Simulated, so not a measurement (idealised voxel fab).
voxel wiring stack: a process module
Xsec cut, 190 nm wide, square cell size 5 nm.
A cross-section is a grid of square cells, given in bands from the top down. A band is one or more rows of cells. Each band's line starts with the height of the band's top and of its bottom, in nm. Then come its materials from left to right, each with its width in nm. One material with "edge to edge" fills the band from edge to edge. "air" is empty space. Where do heights start? At 0: under that level the wafer as delivered is made of one material only. And the lowest band has no floor; it just carries on downward, as in "z 0 and below". The two numbers in a width such as "30 to 40" mark its ends across the band: the first belongs to the top row of cells, the second to the bottom row, and from each row to the next the width moves by the same amount. "nothing different" means the step left every cell of the cross-section as it was. "Enclosed cavity list" enumerates empty spaces isolated from the top, with no open way to it, that contain at least 8 cells, giving each as width x height at distance from the left edge, all three in nm. after a step's settings: what the simulator itself notes on the step. The "overlay nm" setting may appear on a step's line; for a step that uses a mask, it gives how far to the right of its planned position the mask lay, and a negative value indicates the left.

Process steps foreseen in the plan:
1) op RECEIVE | material Si
2) op CONFORMAL_DEP | material SiO2 | thk nm 10
3) op CONFORMAL_DEP | material SiN | thk nm 5
4) op DIRECTIONAL_DEP | material lowk | thk nm 15
5) op DIRECTIONAL_DEP | material aC | thk nm 10
6) op PATTERN | tone open | mask id METAL_1 | material resist | width nm 25 | pitch nm 50 | thk nm 30 | overlay nm 0
7) op DIRECTIONAL_ETCH | etch materials aC | depth nm 10
8) op STRIP | etch materials resist
9) op DIRECTIONAL_ETCH | etch materials lowk | depth nm 15
10) op DIRECTIONAL_ETCH | etch materials SiN | depth nm 5
11) op STRIP | etch materials aC
12) op CONFORMAL_DEP | material TiN | thk nm 5
13) op FILL_DEP | material Cu | thk nm 5
14) op CMP | height nm 30
15) op EPI | material Ru | thk nm 5
16) op FILL_DEP | material SiCN | thk nm 5
17) op DIRECTIONAL_DEP | material SiO2 | thk nm 25
18) op DIRECTIONAL_DEP | material aC | thk nm 15
19) op PATTERN | tone open | mask id METAL_2 | material resist | width nm 15 | pitch nm 50 | thk nm 30 | overlay nm 0
20) op DIRECTIONAL_ETCH | etch materials aC | depth nm 15
21) op STRIP | etch materials resist
22) op DIRECTIONAL_ETCH | etch materials SiO2 | depth nm 15
23) op STRIP | etch materials aC
24) op MASKED_ETCH | tone open | mask id METAL_2_HOLES | width nm 15 | etch materials SiO2 | depth nm 10 | overlay nm 0
25) op MASKED_ETCH | tone open | mask id METAL_2_HOLES | width nm 15 | etch materials SiCN | depth nm 5 | overlay nm 0
26) op CONFORMAL_DEP | material TiN | thk nm 5
27) op FILL_DEP | material Cu | thk nm 5
28) op CMP | height nm 65
29) op CONFORMAL_DEP | material SiCN | thk nm 5
The wafers in this document start out alike and differ in the width nm applied at step 19; the plan shows the value used for the first wafer.

After step 1, as received: first of several wafers, cross-section:
  z 0 and below | Si edge to edge
  Enclosed cavity list: none

Below, a row for every wafer. Read it as the end-of-module picture: for each material the wafer shows its cells gained (+) or lost (-) since it was received, and then its closed voids:
width nm 15, +23 Cu, +14 Ru, +98 SiCN, +28 SiN, +242 SiO2, +43 TiN, +84 lowk, Enclosed cavity list: none
width nm 20, +27 Cu, +14 Ru, +98 SiCN, +28 SiN, +236 SiO2, +45 TiN, +84 lowk, Enclosed cavity list: none
width nm 25, +33 Cu, +14 Ru, +97 SiCN, +28 SiN, +230 SiO2, +46 TiN, +84 lowk, Enclosed cavity list: none
width nm 30, +37 Cu, +14 Ru, +97 SiCN, +28 SiN, +224 SiO2, +48 TiN, +84 lowk, Enclosed cavity list: none
width nm 35, +41 Cu, +14 Ru, +97 SiCN, +28 SiN, +218 SiO2, +50 TiN, +84 lowk, Enclosed cavity list: none
